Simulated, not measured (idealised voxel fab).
Module name: voxel ribs on slabs (process module)
The cross-section on display is named cut; it measures 170 nm wide, and its cells are 5 nm squares.
When this document writes out a cross-section, it uses a grid of square cells and lists it as bands, beginning at the top and moving down, with a band standing for one or more rows of cells.
Band: top and bottom heights (nm) first, top before bottom; then materials from left to right, widths in nm. "full width" marks a sole material filling the band edge to edge. "air" denotes empty space.
Beneath 0, the wafer as received is one material, and that level is where height counting begins. The lowest band goes on downward without a bottom; it is written like "top 0, no bottom".
The width entry "30->40" should be interpreted row by row: the top row of cells in the band takes the first number, the bottom row takes the second number, and the change between adjacent rows is uniform throughout.
You'll sometimes find "nothing got changed" written for a step, and that's the way of saying that nowhere in the cross-section did a cell change during that step.
"Sealed void inventory" - sealed voids, min. 8 cells, no opening to top; format: width x height at distance (distance from left edge; nm throughout).
Past the settings on a step's line: simulator remark, on that step.
overlay nm: mask offset rightward from planned place, masked step; negative means leftward offset.
**The planned process steps are enumerated hereunder**
1) RECEIVE [material Si]
2) DIRECTIONAL_DEP [material SiO2] [thk nm 30]
3) DIRECTIONAL_DEP [material polySi] [thk nm 25]
4) MASKED_ETCH [tone cover] [mask id RIB] [width nm 30] [etch materials polySi] [depth nm 15] [overlay nm 0]
5) DIRECTIONAL_DEP [material aC] [thk nm 10]
6) PATTERN [tone cover] [mask id SLAB] [material resist] [width nm 80] [thk nm 25] [overlay nm 0]
7) DIRECTIONAL_ETCH [etch materials aC] [depth nm 10]
8) STRIP [etch materials resist]
9) DIRECTIONAL_ETCH [etch materials polySi] [depth nm 10]
10) STRIP [etch materials aC]
11) FILL_DEP [material SiO2] [thk nm 15]
12) CMP [height nm 65]
13) DIRECTIONAL_DEP [material TiN] [thk nm 10]
14) PATTERN [tone cover] [mask id HEATER] [material resist] [width nm 40] [thk nm 15] [overlay nm 0]
15) DIRECTIONAL_ETCH [etch materials TiN] [depth nm 10]
16) STRIP [etch materials resist]
17) CONFORMAL_DEP [material SiO2] [thk nm 10]
**Wafer as received: cross-section following step 1**
> top 0, no bottom = Si full width
> Sealed void inventory: none
**The cross-section shown corresponds to the wafer at the conclusion of the module. The initial structure and the process plan are those presented above; however, one mistake occurred in executing the plan**
> top 85, bottom 75 = air=55, then SiO2=60, then air=55
> top 75, bottom 65 = SiO2=65, then TiN=40, then SiO2=65
> top 65, bottom 55 = SiO2 full width
> top 55, bottom 40 = SiO2=75, then polySi=30, then SiO2=65
> top 40, bottom 30 = SiO2=45, then polySi=80, then SiO2=45
> top 30, bottom 0 = SiO2 full width
> top 0, no bottom = Si full width
> Sealed void inventory: none
Finding, execution versus plan: heads up, step 4 didn't go per plan, it actually ran as MASKED_ETCH [tone cover] [mask id RIB] [width nm 30] [etch materials polySi] [depth nm 15] [overlay nm 5]
